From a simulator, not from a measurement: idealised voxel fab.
The following is a process module called voxel ribs on slabs.
Displayed cross-section: cut, width of 145 nm, square cells sized 5 nm.
Cross-section, as written here: a square-cell grid given band by band from the top down, where a band holds one or more rows of cells. The band entry comprises the height of the band's top followed by the height of its bottom, expressed in nm, and subsequently the band's materials from left to right, each stated together with its width in nm. Where a single material is marked with the word "everywhere", that material fills the band from edge to edge. The word "empty" represents empty space. We count height from 0. Below that, the starting wafer is all one material. The lowest band never ends at the bottom but goes on down; see "top 0, no bottom" for how that is written. Top row gets the first number, bottom row gets the second, and each row in between changes by the same step: that is how a band width like "30..40" works. "remained unchanged" after a step means that no cell of the cross-section changed. The label "Voids, fully enclosed" introduces a list of the empty spaces, 8 cells or larger, that have no open way up to the top; each entry in it reads width x height at distance, where the distance is taken from the left edge and all three are stated in nm. Note: text after step settings on the step line = simulator remark on that step. A step line may carry the setting "overlay nm", which, for steps involving a mask, states the distance by which the mask lay to the right of its intended position; negative values denote displacement to the left.

Planned step list for the process:
1) RECEIVE (material Si)
2) DIRECTIONAL_DEP (material SiO2; thk nm 25)
3) DIRECTIONAL_DEP (material polySi; thk nm 15)
4) DIRECTIONAL_DEP (material aC; thk nm 15)
5) PATTERN (tone cover; mask id RIB; material resist; width nm 25; thk nm 35; overlay nm 0)
6) DIRECTIONAL_ETCH (etch materials aC; depth nm 15)
7) STRIP (etch materials resist)
8) DIRECTIONAL_ETCH (etch materials polySi; depth nm 10)
9) STRIP (etch materials aC)
10) PATTERN (tone cover; mask id SLAB; material resist; width nm 55; thk nm 15; overlay nm 0)
11) DIRECTIONAL_ETCH (etch materials polySi; depth nm 5)
12) STRIP (etch materials resist)
13) FILL_DEP (material SiO2; thk nm 25)
14) CMP (height nm 55)
15) DIRECTIONAL_DEP (material TiN; thk nm 5)
16) DIRECTIONAL_DEP (material aC; thk nm 10)
17) PATTERN (tone cover; mask id HEATER; material resist; width nm 35; thk nm 25; overlay nm 0)
18) DIRECTIONAL_ETCH (etch materials aC; depth nm 10)
19) STRIP (etch materials resist)
20) DIRECTIONAL_ETCH (etch materials TiN; depth nm 5)
21) STRIP (etch materials aC)
22) CONFORMAL_DEP (material SiN; thk nm 10)

What follows covers the first of two wafers; it ran as planned:

Received-state cross-section, reflecting completion of step 1:
- top 0, no bottom  Si everywhere
- Voids, fully enclosed: none

Cross-section of the wafer after step 2:
- top 25, bottom 0  SiO2 everywhere
- Lower than 0, everything is as it was.

Cross-section of the wafer after step 3:
- top 40, bottom 25  polySi everywhere
- Lower than 25, everything is as it was.

Cross-section of the wafer after step 4:
- top 55, bottom 40  aC everywhere
- Lower than 40, everything is as it was.

Cross-section of the wafer after step 5:
- top 90, bottom 55  empty: 60  resist: 25  empty: 60
- Lower than 55, everything is as it was.

Cross-section of the wafer after step 6:
- top 75, bottom 55  empty: 60  resist: 25  empty: 60
- top 55, bottom 40  empty: 60  aC: 25  empty: 60
- Lower than 40, everything is as it was.

Cross-section of the wafer after step 7:
- top 55, bottom 40  empty: 60  aC: 25  empty: 60
- Lower than 40, everything is as it was.

Cross-section of the wafer after step 8:
- top 55, bottom 40  empty: 60  aC: 25  empty: 60
- top 40, bottom 30  empty: 60  polySi: 25  empty: 60
- Lower than 30, everything is as it was.

Cross-section of the wafer after step 9:
- top 40, bottom 30  empty: 60  polySi: 25  empty: 60
- Lower than 30, everything is as it was.

Cross-section of the wafer after step 10:
- top 55, bottom 40  empty: 45  resist: 55  empty: 45
- top 40, bottom 30  empty: 45  resist: 15  polySi: 25  resist: 15  empty: 45
- Lower than 30, everything is as it was.

Cross-section of the wafer after step 11:
- top 55, bottom 40  empty: 45  resist: 55  empty: 45
- top 40, bottom 30  empty: 45  resist: 15  polySi: 25  resist: 15  empty: 45
- top 30, bottom 25  empty: 45  polySi: 55  empty: 45
- Lower than 25, everything is as it was.

Cross-section of the wafer after step 12:
- top 40, bottom 30  empty: 60  polySi: 25  empty: 60
- Lower than 30, everything is as it was.

Cross-section of the wafer after step 13:
- top 65, bottom 40  SiO2 everywhere
- top 40, bottom 30  SiO2: 60  polySi: 25  SiO2: 60
- top 30, bottom 25  SiO2: 45  polySi: 55  SiO2: 45
- Lower than 25, everything is as it was.

Cross-section of the wafer after step 14:
- top 55, bottom 40  SiO2 everywhere
- Lower than 40, everything is as it was.

Cross-section of the wafer after step 15:
- top 60, bottom 55  TiN everywhere
- Lower than 55, everything is as it was.

Cross-section of the wafer after step 16:
- top 70, bottom 60  aC everywhere
- Lower than 60, everything is as it was.

Cross-section of the wafer after step 17:
- top 95, bottom 70  empty: 55  resist: 35  empty: 55
- Lower than 70, everything is as it was.

Cross-section of the wafer after step 18:
- top 85, bottom 70  empty: 55  resist: 35  empty: 55
- top 70, bottom 60  empty: 55  aC: 35  empty: 55
- Lower than 60, everything is as it was.

Cross-section of the wafer after step 19:
- top 70, bottom 60  empty: 55  aC: 35  empty: 55
- Lower than 60, everything is as it was.

Cross-section of the wafer after step 20:
- top 70, bottom 60  empty: 55  aC: 35  empty: 55
- top 60, bottom 55  empty: 55  TiN: 35  empty: 55
- Lower than 55, everything is as it was.

Cross-section of the wafer after step 21:
- top 60, bottom 55  empty: 55  TiN: 35  empty: 55
- Lower than 55, everything is as it was.

Cross-section of the wafer after step 22:
- top 70, bottom 65  empty: 45  SiN: 55  empty: 45
- top 65, bottom 60  SiN everywhere
- top 60, bottom 55  SiN: 55  TiN: 35  SiN: 55
- Lower than 55, everything is as it was.

Notes, second wafer: start = first wafer's, plan = first wafer's, execution had one mistake; history identical to first through step 9:

Second wafer, sectioned view, at step 10's planned end time:
- top 55, bottom 40  empty: 40  resist: 65  empty: 40
- top 40, bottom 30  empty: 40  resist: 20  polySi: 25  resist: 20  empty: 40
- Lower than 30, everything is as it was.

Second wafer, sectioned view, at step 11's planned end time:
- top 55, bottom 40  empty: 40  resist: 65  empty: 40
- top 40, bottom 30  empty: 40  resist: 20  polySi: 25  resist: 20  empty: 40
- top 30, bottom 25  empty: 40  polySi: 65  empty: 40
- Lower than 25, everything is as it was.

Second wafer, sectioned view, at step 12's planned end time:
- top 40, bottom 30  empty: 60  polySi: 25  empty: 60
- Lower than 30, everything is as it was.

Second wafer, sectioned view, at step 13's planned end time:
- top 65, bottom 40  SiO2 everywhere
- top 40, bottom 30  SiO2: 60  polySi: 25  SiO2: 60
- top 30, bottom 25  SiO2: 40  polySi: 65  SiO2: 40
- Lower than 25, everything is as it was.

Second wafer, sectioned view, at step 14's planned end time:
- top 55, bottom 40  SiO2 everywhere
- Lower than 40, everything is as it was.

Second wafer, sectioned view, at step 15's planned end time:
- top 60, bottom 55  TiN everywhere
- Lower than 55, everything is as it was.

Second wafer, sectioned view, at step 16's planned end time:
- top 70, bottom 60  aC everywhere
- Lower than 60, everything is as it was.

Second wafer, sectioned view, at step 17's planned end time:
- top 95, bottom 70  empty: 55  resist: 35  empty: 55
- Lower than 70, everything is as it was.

Second wafer, sectioned view, at step 18's planned end time:
- top 85, bottom 70  empty: 55  resist: 35  empty: 55
- top 70, bottom 60  empty: 55  aC: 35  empty: 55
- Lower than 60, everything is as it was.

Second wafer, sectioned view, at step 19's planned end time:
- top 70, bottom 60  empty: 55  aC: 35  empty: 55
- Lower than 60, everything is as it was.

Second wafer, sectioned view, at step 20's planned end time:
- top 70, bottom 60  empty: 55  aC: 35  empty: 55
- top 60, bottom 55  empty: 55  TiN: 35  empty: 55
- Lower than 55, everything is as it was.

Second wafer, sectioned view, at step 21's planned end time:
- top 60, bottom 55  empty: 55  TiN: 35  empty: 55
- Lower than 55, everything is as it was.

Second wafer, sectioned view, at step 22's planned end time:
- top 70, bottom 65  empty: 45  SiN: 55  empty: 45
- top 65, bottom 60  SiN everywhere
- top 60, bottom 55  SiN: 55  TiN: 35  SiN: 55
- Lower than 55, everything is as it was.
Which mistake was made when the wafer was run? contrary to plan, step 10 was performed as PATTERN (tone cover; mask id SLAB; material resist; width nm 65; thk nm 15; overlay nm 0)
at the end the second wafer has, in cells: 2 fewer of SiO2 | 2 more of polySi
